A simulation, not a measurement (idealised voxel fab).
process module | voxel self aligned contacts
cross-section cut | 210 nm wide | cells 5 nm
A cross-section is a grid of square cells, given in bands from the top down. A band is one or more rows of cells.
Each band's line starts with the height of the band's top and of its bottom, in nm. Then come its materials from left to right, each with its width in nm. One material with "throughout" fills the band from edge to edge. "air" is empty space.
Height 0 is the level under which the wafer as received is all one material. The lowest band goes on downwards, as in "0 down".
A width such as "30 to 40" changes by the same amount from each row of cells to the next, from the band's top row to its bottom row.
"no change" after a step means that no cell of the cross-section changed.
closed voids: empty space of 8 cells or more with no open way to the top, each as width x height at its distance from the left edge, in nm
after a step's settings: what the simulator itself notes on the step
overlay nm, on a step with a mask: how far to the right of its planned place the mask lay; to the left if negative
plan
1 op RECEIVE | material Si
2 op OXIDIZE | depth nm 5
3 op DIRECTIONAL_DEP | material polySi | thk nm 20
4 op DIRECTIONAL_DEP | material SiN | thk nm 15
5 op MASKED_ETCH | tone cover | mask id GATE | width nm 35 | pitch nm 65 | etch materials SiN | depth nm 15 | overlay nm 0
6 op MASKED_ETCH | tone cover | mask id GATE | width nm 35 | pitch nm 65 | etch materials polySi | depth nm 20 | overlay nm 0
7 op CONFORMAL_DEP | material SiN | thk nm 5
8 op DIRECTIONAL_ETCH | etch materials SiN | depth nm 5
9 op FILL_DEP | material SiO2 | thk nm 10
10 op CMP | height nm 40
11 op MASKED_ETCH | tone open | mask id CONTACT | width nm 50 | etch materials SiO2 | depth nm 45 | overlay nm 0
12 op CONFORMAL_DEP | material TiN | thk nm 5
13 op FILL_DEP | material W | thk nm 10
14 op CMP | height nm 40
15 op CONFORMAL_DEP | material SiN | thk nm 5
as received, after step 1
  0 down: Si throughout
  closed voids: none
a wafer at the end: this start, this plan, one mistake
  45 to 40: SiN throughout
  40 to 35: SiO2 50 | W 45 | TiN 5 | W 10 | TiN 5 | W 45 | SiO2 50
  35 to 20: SiO2 50 | W 5 | SiN 35 | W 5 | TiN 5 | W 10 | TiN 5 | W 5 | SiN 35 | W 5 | SiO2 50
  20 to 10: SiO2 50 | W 5 | polySi 35 | W 5 | TiN 5 | W 10 | TiN 5 | W 5 | polySi 35 | W 5 | SiO2 50
  10 to 5: SiO2 50 | W 5 | polySi 35 | W 5 | TiN 20 | W 5 | polySi 35 | W 5 | SiO2 50
  5 to 0: W 55 | polySi 35 | W 30 | polySi 35 | W 55
  0 to -5: SiO2 throughout
  -5 down: Si throughout
  closed voids: none
what went wrong: step 7 ran as: op CONFORMAL_DEP | material W | thk nm 5
